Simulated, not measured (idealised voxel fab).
Documented hereafter: the process module known as voxel wiring stack.
Cross-section cut: width 205 nm, square cells of 5 nm.
Cross-section format: a grid of square cells, given as bands from top to bottom; each band is one or more rows of cells.
The band entry comprises the height of the band's top followed by the height of its bottom, expressed in nm, and subsequently the band's materials from left to right, each stated together with its width in nm. Where a single material is marked with the word "all across", that material fills the band from edge to edge. The word "air" represents empty space.
Heights are reckoned from 0. Under this level, the received wafer is all of one material. The bottommost band is open-ended downward, for example "from 0 down".
Top row gets the first number, bottom row gets the second, and each row in between changes by the same step: that is how a band width like "30->40" works.
You'll sometimes find "nothing changed" written for a step, and that's the way of saying that nowhere in the cross-section did a cell change during that step.
Empty spaces counting at least 8 cells and having no open way to the top are listed in "Tabulated closed voids". The notation width x height at distance is used for each, the distance being from the left edge and all three values in nm.
Formally, on a step line, whatever follows the settings is a remark that the simulator itself makes on the step.
Regarding "overlay nm": on a step with a mask, it is the distance the mask lay to the right of its planned place; a negative value places it to the left.

## The steps planned for the process are as follows
step 1: RECEIVE [material Si]
step 2: CONFORMAL_DEP [material SiO2] [thk nm 15]
step 3: DIRECTIONAL_DEP [material TiN] [thk nm 5]
step 4: DIRECTIONAL_DEP [material W] [thk nm 20]
step 5: DIRECTIONAL_DEP [material aC] [thk nm 10]
step 6: PATTERN [tone cover] [mask id METAL_1] [material resist] [width nm 20] [pitch nm 35] [thk nm 30] [overlay nm 0]
step 7: DIRECTIONAL_ETCH [etch materials aC] [depth nm 10]
step 8: STRIP [etch materials resist]
step 9: DIRECTIONAL_ETCH [etch materials W] [depth nm 20]
step 10: DIRECTIONAL_ETCH [etch materials TiN] [depth nm 5]
step 11: STRIP [etch materials aC]
step 12: CONFORMAL_DEP [material SiN] [thk nm 5]
step 13: FILL_DEP [material SiO2] [thk nm 5]
step 14: CMP [height nm 40]
step 15: CONFORMAL_DEP [material SiCN] [thk nm 5]
step 16: DIRECTIONAL_DEP [material lowk] [thk nm 30]
step 17: MASKED_ETCH [tone open] [mask id METAL_2_HOLES] [width nm 15] [pitch nm 70] [etch materials lowk] [depth nm 30] [overlay nm 0]
step 18: PATTERN [tone open] [mask id METAL_2] [material resist] [width nm 20] [pitch nm 35] [thk nm 20] [overlay nm 0]
step 19: DIRECTIONAL_ETCH [etch materials lowk] [depth nm 15]
step 20: DIRECTIONAL_ETCH [etch materials SiCN] [depth nm 5]
step 21: STRIP [etch materials resist]
step 22: CONFORMAL_DEP [material TiN] [thk nm 5]
step 23: FILL_DEP [material Ru] [thk nm 5]
step 24: CMP [height nm 75]
step 25: CONFORMAL_DEP [material SiCN] [thk nm 5]
step 26: DIRECTIONAL_DEP [material SiO2] [thk nm 35]
step 27: DIRECTIONAL_DEP [material aC] [thk nm 15]
step 28: PATTERN [tone open] [mask id METAL_3] [material resist] [width nm 20] [pitch nm 35] [thk nm 30] [overlay nm 0]
step 29: DIRECTIONAL_ETCH [etch materials aC] [depth nm 15]
step 30: STRIP [etch materials resist]
step 31: DIRECTIONAL_ETCH [etch materials SiO2] [depth nm 20]
step 32: STRIP [etch materials aC]
step 33: MASKED_ETCH [tone open] [mask id METAL_3_HOLES] [width nm 15] [pitch nm 70] [etch materials SiO2] [depth nm 15] [overlay nm 0]
step 34: MASKED_ETCH [tone open] [mask id METAL_3_HOLES] [width nm 15] [pitch nm 70] [etch materials SiCN] [depth nm 5] [overlay nm 0]
step 35: CONFORMAL_DEP [material TiN] [thk nm 5]
step 36: FILL_DEP [material Ru] [thk nm 5]
step 37: CMP [height nm 115]
step 38: CONFORMAL_DEP [material SiCN] [thk nm 5]
step 39: DIRECTIONAL_DEP [material SiO2] [thk nm 35]
step 40: DIRECTIONAL_DEP [material aC] [thk nm 10]
step 41: PATTERN [tone open] [mask id METAL_4] [material resist] [width nm 20] [pitch nm 35] [thk nm 25] [overlay nm 0]
step 42: DIRECTIONAL_ETCH [etch materials aC] [depth nm 10]
step 43: STRIP [etch materials resist]
step 44: DIRECTIONAL_ETCH [etch materials SiO2] [depth nm 20]
step 45: STRIP [etch materials aC]
step 46: PATTERN [tone open] [mask id METAL_4_HOLES] [material resist] [width nm 15] [pitch nm 70] [thk nm 20] [overlay nm 0]
step 47: DIRECTIONAL_ETCH [etch materials SiO2] [depth nm 15]
step 48: DIRECTIONAL_ETCH [etch materials SiCN] [depth nm 5]
step 49: STRIP [etch materials resist]
step 50: CONFORMAL_DEP [material TiN] [thk nm 5]
step 51: FILL_DEP [material Cu] [thk nm 10]
step 52: CMP [height nm 155]
step 53: CONFORMAL_DEP [material SiCN] [thk nm 5]

## Shown in cross-section is the wafer as received, that is, as it stands after step 1
> from 0 down | Si all across
> Tabulated closed voids: none

## Final cross-section, module run with one mistake (start and plan as above)
> from 160 to 155 | SiCN all across
> from 155 to 140 | 40 SiO2, 5 TiN, 10 Cu, 5 TiN, 15 SiO2, 5 TiN, 10 Cu, 5 TiN, 15 SiO2, 5 TiN, 10 Cu, 5 TiN, 15 SiO2, 5 TiN, 10 Cu, 5 TiN, 40 SiO2
> from 140 to 135 | 40 SiO2, 5 TiN, 5 Cu, 10 TiN, 15 SiO2, 20 TiN, 15 SiO2, 5 TiN, 5 Cu, 10 TiN, 15 SiO2, 20 TiN, 40 SiO2
> from 135 to 120 | 40 SiO2, 5 TiN, 5 Cu, 5 TiN, 55 SiO2, 5 TiN, 5 Cu, 5 TiN, 80 SiO2
> from 120 to 115 | 40 SiCN, 15 TiN, 55 SiCN, 15 TiN, 80 SiCN
> from 115 to 100 | 40 SiO2, 5 TiN, 10 Ru, 5 TiN, 15 SiO2, 5 TiN, 10 Ru, 5 TiN, 15 SiO2, 5 TiN, 10 Ru, 5 TiN, 15 SiO2, 5 TiN, 10 Ru, 5 TiN, 40 SiO2
> from 100 to 95 | 40 SiO2, 5 TiN, 5 Ru, 10 TiN, 15 SiO2, 20 TiN, 15 SiO2, 5 TiN, 5 Ru, 10 TiN, 15 SiO2, 20 TiN, 40 SiO2
> from 95 to 80 | 40 SiO2, 5 TiN, 5 Ru, 5 TiN, 55 SiO2, 5 TiN, 5 Ru, 5 TiN, 80 SiO2
> from 80 to 75 | 40 SiCN, 15 TiN, 55 SiCN, 15 TiN, 80 SiCN
> from 75 to 60 | 40 lowk, 5 TiN, 10 Ru, 5 TiN, 15 lowk, 5 TiN, 10 Ru, 5 TiN, 15 lowk, 5 TiN, 10 Ru, 5 TiN, 15 lowk, 5 TiN, 10 Ru, 5 TiN, 40 lowk
> from 60 to 55 | 40 lowk, 5 TiN, 5 Ru, 10 TiN, 15 lowk, 20 TiN, 15 lowk, 5 TiN, 5 Ru, 10 TiN, 15 lowk, 20 TiN, 40 lowk
> from 55 to 45 | 40 lowk, 5 TiN, 5 Ru, 5 TiN, 55 lowk, 5 TiN, 5 Ru, 5 TiN, 80 lowk
> from 45 to 40 | 40 SiCN, 15 TiN, 55 SiCN, 15 TiN, 80 SiCN
> from 40 to 20 | 35 SiO2, 5 SiN, 20 W, 5 SiN, 5 SiO2, 5 SiN, 20 W, 5 SiN, 5 SiO2, 5 SiN, 20 W, 5 SiN, 5 SiO2, 5 SiN, 20 W, 5 SiN, 35 SiO2
> from 20 to 15 | 40 SiN, 20 TiN, 15 SiN, 20 TiN, 15 SiN, 20 TiN, 15 SiN, 20 TiN, 40 SiN
> from 15 to 0 | SiO2 all across
> from 0 down | Si all across
> Tabulated closed voids: none
Against the plan, the run slipped here: planned and actual differ for step 19; actual: DIRECTIONAL_ETCH [etch materials lowk] [depth nm 20]
